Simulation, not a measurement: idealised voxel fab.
You're looking at the process module voxel released beams.
cross-section cut | 235 nm wide | cells 5 nm
The cross-sections in this document take the form of a grid made of square cells. They are written out as bands, in order from top to bottom. Each band consists of one or more rows of cells. Within each band entry, the heights of the top and of the bottom of the band appear first, in that order and in nm; the materials of the band then follow from left to right, each with its corresponding width in nm. The designation "throughout" on a single material indicates that it fills the band from edge to edge; the designation "blank" indicates empty space. Basically, 0 is our baseline, since under it the wafer straight out of the box is all one material. The bottom band has no lower end and keeps on going down, so it looks like "0 -> down". Width: "30->40" (first number = top row, second number = bottom row, same change from row to row of cells). Step note "nothing altered" = no cross-section cell changed. In "Enclosed empty spaces" the enclosed voids are listed, meaning empty spaces of 8 cells or larger without any opening to the top. The form is width x height at distance, distance from the left edge, units nm. Text after the settings on a step's line: the simulator's own remark on that step. Regarding "overlay nm": on a step with a mask, it is the distance the mask lay to the right of its planned place; a negative value places it to the left.

## Process steps foreseen in the plan
- 1: op RECEIVE | material Si
- 2: op CONFORMAL_DEP | material SiN | thk nm 10
- 3: op DIRECTIONAL_DEP | material SiO2 | thk nm 15
- 4: op DIRECTIONAL_DEP | material aC | thk nm 10
- 5: op PATTERN | tone open | mask id ANCHOR | material resist | width nm 35 | thk nm 25 | overlay nm 0
- 6: op DIRECTIONAL_ETCH | etch materials aC | depth nm 10
- 7: op STRIP | etch materials resist
- 8: op DIRECTIONAL_ETCH | etch materials SiO2 | depth nm 15
- 9: op STRIP | etch materials aC
- 10: op CONFORMAL_DEP | material TiN | thk nm 10
- 11: op DIRECTIONAL_DEP | material aC | thk nm 15
- 12: op PATTERN | tone cover | mask id BEAM | material resist | width nm 90 | thk nm 30 | overlay nm 0
- 13: op DIRECTIONAL_ETCH | etch materials aC | depth nm 15
- 14: op STRIP | etch materials resist
- 15: op DIRECTIONAL_ETCH | etch materials TiN | depth nm 10
- 16: op STRIP | etch materials aC
- 17: op STRIP | etch materials SiO2

## Step 1 complete: cross-section of the wafer as received
  0 -> down = Si throughout
  Enclosed empty spaces: none

## first wafer at the end, as planned
  35 -> 25 = 70 blank  15 TiN  15 blank  60 TiN  75 blank
  25 -> 20 = 75 blank  10 TiN  15 blank  10 TiN  125 blank
  20 -> 10 = 75 blank  35 TiN  125 blank
  10 -> 0 = SiN throughout
  0 -> down = Si throughout
  Enclosed empty spaces: none

## Cross-section at end of module for the second wafer of two, which matched the first in starting point and plan and differed by one mistake in its processing
  35 -> 25 = 80 blank  5 TiN  15 blank  70 TiN  65 blank
  25 -> 20 = 75 blank  10 TiN  15 blank  10 TiN  125 blank
  20 -> 10 = 75 blank  35 TiN  125 blank
  10 -> 0 = SiN throughout
  0 -> down = Si throughout
  Enclosed empty spaces: none
Finding, execution versus plan: step 12 ran with different settings than intended, the actual operation and settings being op PATTERN | tone cover | mask id BEAM | material resist | width nm 90 | thk nm 30 | overlay nm 10
Same inventory, different map: at the end, the second wafer holds as many cells of each material as the first, placed elsewhere.
